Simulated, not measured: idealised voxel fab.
process module | voxel capacitor over wiring
cross-section cut | 205 nm wide | cells 5 nm
A cross-section is a grid of square cells, given in bands from the top down. A band is one or more rows of cells.
Each band's line starts with the height of the band's top and of its bottom, in nm. Then come its materials from left to right, each with its width in nm. One material with "throughout" fills the band from edge to edge. "air" is empty space.
Height 0 is the level under which the wafer as received is all one material. The lowest band goes on downwards, as in "0 down".
A width such as "30 to 40" changes by the same amount from each row of cells to the next, from the band's top row to its bottom row.
"no change" after a step means that no cell of the cross-section changed.
closed voids: empty space of 8 cells or more with no open way to the top, each as width x height at its distance from the left edge, in nm
after a step's settings: what the simulator itself notes on the step
overlay nm, on a step with a mask: how far to the right of its planned place the mask lay; to the left if negative
plan
1 op RECEIVE | material Si
2 op CONFORMAL_DEP | material SiO2 | thk nm 15
3 op CONFORMAL_DEP | material SiCN | thk nm 5
4 op DIRECTIONAL_DEP | material lowk | thk nm 25
5 op PATTERN | tone open | mask id METAL_1 | material resist | width nm 30 | pitch nm 80 | thk nm 15 | overlay nm 0
6 op DIRECTIONAL_ETCH | etch materials lowk | depth nm 25
7 op DIRECTIONAL_ETCH | etch materials SiCN | depth nm 5
8 op STRIP | etch materials resist
9 op CONFORMAL_DEP | material TiN | thk nm 5
10 op FILL_DEP | material Cu | thk nm 10
11 op CMP | height nm 45
12 op CONFORMAL_DEP | material SiCN | thk nm 5
13 op DIRECTIONAL_DEP | material SiO2 | thk nm 15
14 op MASKED_ETCH | tone open | mask id PLUG_1 | width nm 15 | etch materials SiO2 | depth nm 15 | overlay nm 0
15 op MASKED_ETCH | tone open | mask id PLUG_1 | width nm 15 | etch materials SiCN | depth nm 5 | overlay nm 0
16 op EPI | material Ru | thk nm 10
17 op EPI | material Ru | thk nm 10
18 op DIRECTIONAL_DEP | material TiN | thk nm 5
19 op DIRECTIONAL_DEP | material SiN | thk nm 5
20 op DIRECTIONAL_DEP | material TiN | thk nm 10
21 op DIRECTIONAL_DEP | material aC | thk nm 10
22 op PATTERN | tone cover | mask id UPPER_PLATE | material resist | width nm 55 | thk nm 25 | overlay nm 0
23 op DIRECTIONAL_ETCH | etch materials aC | depth nm 10
24 op STRIP | etch materials resist
25 op DIRECTIONAL_ETCH | etch materials TiN | depth nm 10
26 op DIRECTIONAL_ETCH | etch materials SiN | depth nm 5
27 op STRIP | etch materials aC
28 op PATTERN | tone cover | mask id LOWER_PLATE | material resist | width nm 65 | thk nm 20 | overlay nm 0
29 op DIRECTIONAL_ETCH | etch materials TiN | depth nm 5
30 op STRIP | etch materials resist
31 op FILL_DEP | material SiO2 | thk nm 15
32 op CMP | height nm 95
33 op PATTERN | tone open | mask id PLUG_2 | material resist | width nm 15 | thk nm 15 | overlay nm 0
34 op DIRECTIONAL_ETCH | etch materials SiO2 | depth nm 10
35 op STRIP | etch materials resist
36 op CONFORMAL_DEP | material TiN | thk nm 5
37 op FILL_DEP | material Cu | thk nm 5
38 op CMP | height nm 95
39 op CONFORMAL_DEP | material SiN | thk nm 5
first wafer, as planned
as received, after step 1
  0 down: Si throughout
  closed voids: none
after step 2
  15 to 0: SiO2 throughout
  below 0: unchanged
after step 3
  20 to 15: SiCN throughout
  below 15: unchanged
after step 4
  45 to 20: lowk throughout
  below 20: unchanged
after step 5
  60 to 45: resist 45 | air 30 | resist 50 | air 30 | resist 50
  below 45: unchanged
after step 6
  60 to 45: resist 45 | air 30 | resist 50 | air 30 | resist 50
  45 to 20: lowk 45 | air 30 | lowk 50 | air 30 | lowk 50
  below 20: unchanged
after step 7
  60 to 45: resist 45 | air 30 | resist 50 | air 30 | resist 50
  45 to 20: lowk 45 | air 30 | lowk 50 | air 30 | lowk 50
  20 to 15: SiCN 45 | air 30 | SiCN 50 | air 30 | SiCN 50
  below 15: unchanged
after step 8
  45 to 20: lowk 45 | air 30 | lowk 50 | air 30 | lowk 50
  below 20: unchanged
after step 9
  50 to 45: TiN 50 | air 20 | TiN 60 | air 20 | TiN 55
  45 to 20: lowk 45 | TiN 5 | air 20 | TiN 5 | lowk 50 | TiN 5 | air 20 | TiN 5 | lowk 50
  20 to 15: SiCN 45 | TiN 30 | SiCN 50 | TiN 30 | SiCN 50
  below 15: unchanged
after step 10
  60 to 50: Cu throughout
  50 to 45: TiN 50 | Cu 20 | TiN 60 | Cu 20 | TiN 55
  45 to 20: lowk 45 | TiN 5 | Cu 20 | TiN 5 | lowk 50 | TiN 5 | Cu 20 | TiN 5 | lowk 50
  below 20: unchanged
after step 11
  45 to 20: lowk 45 | TiN 5 | Cu 20 | TiN 5 | lowk 50 | TiN 5 | Cu 20 | TiN 5 | lowk 50
  below 20: unchanged
after step 12
  50 to 45: SiCN throughout
  below 45: unchanged
after step 13
  65 to 50: SiO2 throughout
  below 50: unchanged
after step 14
  65 to 50: SiO2 60 | air 15 | SiO2 130
  below 50: unchanged
after step 15
  65 to 50: SiO2 60 | air 15 | SiO2 130
  50 to 45: SiCN 60 | air 15 | SiCN 130
  below 45: unchanged
after step 16
  65 to 55: SiO2 60 | air 15 | SiO2 130
  55 to 50: SiO2 60 | Ru 15 | SiO2 130
  50 to 45: SiCN 60 | Ru 15 | SiCN 130
  below 45: unchanged
after step 17
  65 to 50: SiO2 60 | Ru 15 | SiO2 130
  below 50: unchanged
after step 18
  70 to 65: TiN throughout
  below 65: unchanged
after step 19
  75 to 70: SiN throughout
  below 70: unchanged
after step 20
  85 to 75: TiN throughout
  below 75: unchanged
after step 21
  95 to 85: aC throughout
  below 85: unchanged
after step 22
  120 to 95: air 60 | resist 55 | air 90
  below 95: unchanged
after step 23
  110 to 95: air 60 | resist 55 | air 90
  95 to 85: air 60 | aC 55 | air 90
  below 85: unchanged
after step 24
  95 to 85: air 60 | aC 55 | air 90
  below 85: unchanged
after step 25
  95 to 85: air 60 | aC 55 | air 90
  85 to 75: air 60 | TiN 55 | air 90
  below 75: unchanged
after step 26
  95 to 85: air 60 | aC 55 | air 90
  85 to 75: air 60 | TiN 55 | air 90
  75 to 70: air 60 | SiN 55 | air 90
  below 70: unchanged
after step 27
  85 to 75: air 60 | TiN 55 | air 90
  below 75: unchanged
after step 28
  105 to 85: air 55 | resist 65 | air 85
  85 to 75: air 55 | resist 5 | TiN 55 | resist 5 | air 85
  75 to 70: air 55 | resist 5 | SiN 55 | resist 5 | air 85
  below 70: unchanged
after step 29
  105 to 85: air 55 | resist 65 | air 85
  85 to 75: air 55 | resist 5 | TiN 55 | resist 5 | air 85
  75 to 70: air 55 | resist 5 | SiN 55 | resist 5 | air 85
  70 to 65: air 55 | TiN 65 | air 85
  below 65: unchanged
after step 30
  85 to 75: air 60 | TiN 55 | air 90
  75 to 70: air 60 | SiN 55 | air 90
  below 70: unchanged
after step 31
  100 to 85: SiO2 throughout
  85 to 75: SiO2 60 | TiN 55 | SiO2 90
  75 to 70: SiO2 60 | SiN 55 | SiO2 90
  70 to 65: SiO2 55 | TiN 65 | SiO2 85
  below 65: unchanged
after step 32
  95 to 85: SiO2 throughout
  below 85: unchanged
after step 33
  110 to 95: resist 70 | air 15 | resist 120
  below 95: unchanged
after step 34
  110 to 95: resist 70 | air 15 | resist 120
  95 to 85: SiO2 70 | air 15 | SiO2 120
  below 85: unchanged
after step 35
  95 to 85: SiO2 70 | air 15 | SiO2 120
  below 85: unchanged
after step 36
  100 to 95: TiN 75 | air 5 | TiN 125
  95 to 90: SiO2 70 | TiN 5 | air 5 | TiN 5 | SiO2 120
  90 to 85: SiO2 70 | TiN 15 | SiO2 120
  below 85: unchanged
after step 37
  105 to 100: Cu throughout
  100 to 95: TiN 75 | Cu 5 | TiN 125
  95 to 90: SiO2 70 | TiN 5 | Cu 5 | TiN 5 | SiO2 120
  below 90: unchanged
after step 38
  95 to 90: SiO2 70 | TiN 5 | Cu 5 | TiN 5 | SiO2 120
  below 90: unchanged
after step 39
  100 to 95: SiN throughout
  below 95: unchanged
second wafer: like start, like plan, one mistake. Through step 21 it matches the first wafer
when step 22 should have ended
  120 to 95: air 65 | resist 45 | air 95
  below 95: unchanged
when step 23 should have ended
  110 to 95: air 65 | resist 45 | air 95
  95 to 85: air 65 | aC 45 | air 95
  below 85: unchanged
when step 24 should have ended
  95 to 85: air 65 | aC 45 | air 95
  below 85: unchanged
when step 25 should have ended
  95 to 85: air 65 | aC 45 | air 95
  85 to 75: air 65 | TiN 45 | air 95
  below 75: unchanged
when step 26 should have ended
  95 to 85: air 65 | aC 45 | air 95
  85 to 75: air 65 | TiN 45 | air 95
  75 to 70: air 65 | SiN 45 | air 95
  below 70: unchanged
when step 27 should have ended
  85 to 75: air 65 | TiN 45 | air 95
  below 75: unchanged
when step 28 should have ended
  105 to 85: air 55 | resist 65 | air 85
  85 to 75: air 55 | resist 10 | TiN 45 | resist 10 | air 85
  75 to 70: air 55 | resist 10 | SiN 45 | resist 10 | air 85
  below 70: unchanged
when step 29 should have ended
  105 to 85: air 55 | resist 65 | air 85
  85 to 75: air 55 | resist 10 | TiN 45 | resist 10 | air 85
  75 to 70: air 55 | resist 10 | SiN 45 | resist 10 | air 85
  70 to 65: air 55 | TiN 65 | air 85
  below 65: unchanged
when step 30 should have ended
  85 to 75: air 65 | TiN 45 | air 95
  75 to 70: air 65 | SiN 45 | air 95
  below 70: unchanged
when step 31 should have ended
  100 to 85: SiO2 throughout
  85 to 75: SiO2 65 | TiN 45 | SiO2 95
  75 to 70: SiO2 65 | SiN 45 | SiO2 95
  70 to 65: SiO2 55 | TiN 65 | SiO2 85
  below 65: unchanged
when step 32 should have ended
  95 to 85: SiO2 throughout
  below 85: unchanged
when step 33 should have ended
  110 to 95: resist 70 | air 15 | resist 120
  below 95: unchanged
when step 34 should have ended
  110 to 95: resist 70 | air 15 | resist 120
  95 to 85: SiO2 70 | air 15 | SiO2 120
  below 85: unchanged
when step 35 should have ended
  95 to 85: SiO2 70 | air 15 | SiO2 120
  below 85: unchanged
when step 36 should have ended
  100 to 95: TiN 75 | air 5 | TiN 125
  95 to 90: SiO2 70 | TiN 5 | air 5 | TiN 5 | SiO2 120
  90 to 85: SiO2 70 | TiN 15 | SiO2 120
  below 85: unchanged
when step 37 should have ended
  105 to 100: Cu throughout
  100 to 95: TiN 75 | Cu 5 | TiN 125
  95 to 90: SiO2 70 | TiN 5 | Cu 5 | TiN 5 | SiO2 120
  below 90: unchanged
when step 38 should have ended
  95 to 90: SiO2 70 | TiN 5 | Cu 5 | TiN 5 | SiO2 120
  below 90: unchanged
when step 39 should have ended
  100 to 95: SiN throughout
  below 95: unchanged
what went wrong: step 22 ran as: op PATTERN | tone cover | mask id UPPER_PLATE | material resist | width nm 45 | thk nm 25 | overlay nm 0
at the end the second wafer has, in cells: 2 fewer of SiN | 6 more of SiO2 | 4 fewer of TiN
